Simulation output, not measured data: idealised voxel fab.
Title: Process Module voxel air gaps
The width of the displayed cross-section, cut, is 165 nm; its cells are square, with a size of 5 nm.
Notation: cross-section as square-cell grid; stated in bands, top first, going down; one or more cell rows per band. The entry gives the band's vertical extent as a top height and a bottom height in nm, then its horizontal make-up as materials from left to right, each with a width in nm. "empty" stands for empty space; a single material marked "all across" fills the band edge to edge. Zero point of the height axis is 0; under it, received wafer = one material. Lowest band: continues down indefinitely, "top 0, no bottom". With a width like "30->40", each row of cells in the band differs from the next by the same amount, the top row carrying the first number and the bottom row the second. "nothing got changed" -> step changed no cross-section cell. Entry "Sealed void listing" = empty spaces >= 8 cells with no open way to the top; each as width x height at distance, distance from left edge, all nm. Formally, on a step line, whatever follows the settings is a remark that the simulator itself makes on the step. Steps that use a mask can have "overlay nm" on their line. It says how far the mask sat to the right of where it was meant to be. Negative means to the left.

The following list gives the planned process steps:
| 1 | RECEIVE, material Si |
| 2 | CONFORMAL_DEP, material SiO2, thk nm 15 |
| 3 | CONFORMAL_DEP, material SiN, thk nm 5 |
| 4 | DIRECTIONAL_DEP, material SiO2, thk nm 40 |
| 5 | PATTERN, tone open, mask id LINES, material resist, width nm 15, pitch nm 40, thk nm 15, overlay nm 0 |
| 6 | DIRECTIONAL_ETCH, etch materials SiO2, depth nm 40 |
| 7 | STRIP, etch materials resist |
| 8 | CONFORMAL_DEP, material TiN, thk nm 5 |
| 9 | FILL_DEP, material W, thk nm 10 |
| 10 | CMP, height nm 60 |
| 11 | EPI, material Ru, thk nm 10 |
| 12 | SELECTIVE_ETCH, etch materials SiO2, depth nm 50 |
| 13 | CONFORMAL_DEP, material SiCN, thk nm 5 |

Cross-section of the wafer at receipt, which is the condition after step 1:
> top 0, no bottom = Si all across
> Sealed void listing: none

Same starting wafer, same plan as above, one mistake in the execution; this is the cross-section at the end of the module:
> top 75, bottom 70 = SiCN all across
> top 70, bottom 60 = Ru all across
> top 60, bottom 50 = W all across
> top 50, bottom 45 = TiN=40  W=5  TiN=35  W=5  TiN=35  W=5  TiN=40
> top 45, bottom 10 = SiO2=35  TiN=5  W=5  TiN=5  SiO2=25  TiN=5  W=5  TiN=5  SiO2=25  TiN=5  W=5  TiN=5  SiO2=35
> top 10, bottom 5 = SiO2=35  TiN=15  SiO2=25  TiN=15  SiO2=25  TiN=15  SiO2=35
> top 5, bottom 0 = SiN all across
> top 0, no bottom = Si all across
> Sealed void listing: none
Nonconformance to the process plan: yeah, step 2 of the plan got skipped, never ran
